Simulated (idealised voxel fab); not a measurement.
Proc. module: voxel capacitor over wiring
Cross-section cut spans 215 nm and uses square cells 5 nm in size.
A cross-section is a grid of square cells, given in bands from the top down. A band is one or more rows of cells.
Quick guide to a band line: top height, bottom height (nm) up front; then every material left to right with its width in nm. Only one material and it's marked "all across"? Then it fills the band edge to edge. And "air" just means empty space.
Heights are measured from 0, the level below which the as-received wafer is all one material; the lowest band has no bottom and continues downward, written as in "0 -> down".
Width spec "30..40" -> top row of cells at first value, bottom row at second value, equal per-row change in between.
"no alterations made" means the step left every cell of the cross-section as it was.
Listed in "Closed internal cavities": every empty space of 8 or more cells without an open way to the top. Form: width x height at distance, the distance being from the left edge, all in nm.
Whatever follows a step's settings on its line is a remark the simulator itself makes about that step.
A step line may carry the setting "overlay nm", which, for steps involving a mask, states the distance by which the mask lay to the right of its intended position; negative values denote displacement to the left.

## List of planned process steps
- 1: RECEIVE: material Si
- 2: CONFORMAL_DEP: material SiO2, thk nm 15
- 3: CONFORMAL_DEP: material SiCN, thk nm 5
- 4: DIRECTIONAL_DEP: material SiO2, thk nm 20
- 5: MASKED_ETCH: tone open, mask id METAL_1, width nm 30, pitch nm 80, etch materials SiO2, depth nm 20, overlay nm 0
- 6: MASKED_ETCH: tone open, mask id METAL_1, width nm 30, pitch nm 80, etch materials SiCN, depth nm 5, overlay nm 0
- 7: CONFORMAL_DEP: material TiN, thk nm 5
- 8: FILL_DEP: material Cu, thk nm 10
- 9: CMP: height nm 40
- 10: CONFORMAL_DEP: material SiCN, thk nm 5
- 11: DIRECTIONAL_DEP: material lowk, thk nm 15
- 12: MASKED_ETCH: tone open, mask id PLUG_1, width nm 15, etch materials lowk, depth nm 15, overlay nm 0
- 13: MASKED_ETCH: tone open, mask id PLUG_1, width nm 15, etch materials SiCN, depth nm 5, overlay nm 0
- 14: CONFORMAL_DEP: material TiN, thk nm 5
- 15: FILL_DEP: material W, thk nm 10
- 16: CMP: height nm 60
- 17: DIRECTIONAL_DEP: material TiN, thk nm 10
- 18: DIRECTIONAL_DEP: material HfO2, thk nm 5
- 19: DIRECTIONAL_DEP: material TiN, thk nm 5
- 20: MASKED_ETCH: tone cover, mask id UPPER_PLATE, width nm 55, etch materials TiN, depth nm 5, overlay nm 0
- 21: MASKED_ETCH: tone cover, mask id UPPER_PLATE, width nm 55, etch materials HfO2, depth nm 5, overlay nm 0
- 22: MASKED_ETCH: tone cover, mask id LOWER_PLATE, width nm 65, etch materials TiN, depth nm 10, overlay nm 0
- 23: FILL_DEP: material SiO2, thk nm 20
- 24: CMP: height nm 95
- 25: MASKED_ETCH: tone open, mask id PLUG_2, width nm 15, etch materials SiO2, depth nm 15, overlay nm 0
- 26: CONFORMAL_DEP: material TiN, thk nm 5
- 27: FILL_DEP: material Cu, thk nm 10
- 28: CMP: height nm 95
- 29: CONFORMAL_DEP: material SiCN, thk nm 5
Every wafer here starts from the same state; it is the step 12 width nm that distinguishes them, and the value the plan gives belongs to the first wafer.

## Cross-section, first of several wafers, as delivered after step 1
0 -> down  Si all across
Closed internal cavities: none

## Rows = wafers. At module end, each row lists per material the cells gained (+) or lost (-) since the wafer was received, then the closed voids
width nm 15 | +34 Cu | +11 HfO2 | +114 SiCN | +497 SiO2 | +81 TiN | +3 W | +120 lowk | Closed internal cavities: none
width nm 20 | +34 Cu | +11 HfO2 | +114 SiCN | +497 SiO2 | +82 TiN | +5 W | +117 lowk | Closed internal cavities: none
width nm 25 | +34 Cu | +11 HfO2 | +114 SiCN | +497 SiO2 | +83 TiN | +7 W | +114 lowk | Closed internal cavities: none
width nm 30 | +34 Cu | +11 HfO2 | +114 SiCN | +497 SiO2 | +84 TiN | +9 W | +111 lowk | Closed internal cavities: none
